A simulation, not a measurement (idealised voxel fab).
Process module under the name voxel self aligned contacts
Xsec cut, 170 nm wide, square cell size 5 nm.
Notation: cross-section as square-cell grid; stated in bands, top first, going down; one or more cell rows per band.
First you get the band's top height and its bottom height, in nm, and then the materials it's made of, left to right, with each width in nm. If you see a single material with "edge to edge", that one covers the band edge to edge. "blank" is empty space.
Height is counted from the level 0, under which the received wafer is composed throughout of one material. The lowest of the bands is not closed at the bottom but continues downward, in the notation "0..down".
The expression "30..40" gives the width at the extremes of the band, the first number at its top row of cells and the second at its bottom row, with the width changing by equal amounts from each row to the next in between.
Given "all unchanged" for a step, no cell of the cross-section differs between before and after that step.
"Closed void list" specifies each empty space that is not open to the top and that occupies no fewer than 8 cells, using the form width x height at distance, the distance measured from the left edge and all three quantities in nm.
Heads up: the bit after the settings on a step's line is the simulator's remark on that step.
A step's line can hold "overlay nm"; with a mask on that step, the setting says how far right of the planned place the mask lay, while a negative setting says it lay to the left.
### Process steps (planned)
1,RECEIVE | material Si
2,CONFORMAL_DEP | material SiO2 | thk nm 5
3,DIRECTIONAL_DEP | material polySi | thk nm 30
4,DIRECTIONAL_DEP | material SiN | thk nm 25
5,MASKED_ETCH | tone cover | mask id GATE | width nm 30 | pitch nm 70 | etch materials SiN | depth nm 25 | overlay nm 0
6,MASKED_ETCH | tone cover | mask id GATE | width nm 30 | pitch nm 70 | etch materials polySi | depth nm 30 | overlay nm 0
7,CONFORMAL_DEP | material SiN | thk nm 10
8,DIRECTIONAL_ETCH | etch materials SiN | depth nm 10
9,FILL_DEP | material SiO2 | thk nm 10
10,CMP | height nm 65
11,DIRECTIONAL_DEP | material aC | thk nm 15
12,PATTERN | tone open | mask id CONTACT | material resist | width nm 50 | thk nm 35 | overlay nm 0
13,DIRECTIONAL_ETCH | etch materials aC | depth nm 15
14,STRIP | etch materials resist
15,DIRECTIONAL_ETCH | etch materials SiO2 | depth nm 65
16,STRIP | etch materials aC
17,CONFORMAL_DEP | material TiN | thk nm 5
18,FILL_DEP | material W | thk nm 5
19,CMP | height nm 65
20,CONFORMAL_DEP | material SiN | thk nm 5
### The cross-section here shows the wafer as received, i.e. in its state after step 1
* 0..down: Si edge to edge
* Closed void list: none
### End-of-module XS, first of two wafers, run as planned
* 70..65: SiN edge to edge
* 65..60: SiO2 (60) | TiN (20) | W (10) | TiN (20) | SiO2 (60)
* 60..35: SiO2 (25) | SiN (50) | TiN (5) | W (10) | TiN (5) | SiN (50) | SiO2 (25)
* 35..5: SiO2 (25) | SiN (10) | polySi (30) | SiN (10) | TiN (5) | W (10) | TiN (5) | SiN (10) | polySi (30) | SiN (10) | SiO2 (25)
* 5..0: SiO2 (75) | TiN (20) | SiO2 (75)
* 0..down: Si edge to edge
* Closed void list: none
### What the second wafer looks like in cross-section once the module is done. Its start and its plan matched the first wafer's exactly; what differed was one mistake in how it was run
* 70..65: SiN edge to edge
* 65..40: SiO2 (25) | SiN (50) | TiN (5) | W (10) | TiN (5) | SiN (50) | SiO2 (25)
* 40..15: SiO2 (25) | SiN (10) | polySi (30) | SiN (10) | TiN (5) | W (10) | TiN (5) | SiN (10) | polySi (30) | SiN (10) | SiO2 (25)
* 15..10: SiO2 (25) | SiN (10) | polySi (30) | SiN (10) | TiN (20) | SiN (10) | polySi (30) | SiN (10) | SiO2 (25)
* 10..5: polySi edge to edge
* 5..0: SiO2 edge to edge
* 0..down: Si edge to edge
* Closed void list: none
Deviation noted in wafer processing: for step 3, the planned setting was not used; the step was instead run as DIRECTIONAL_DEP | material polySi | thk nm 35
Final tally in cells, some materials are higher or lower on the second wafer than on the first: SiO2 -20, TiN -10, W -4, polySi +34
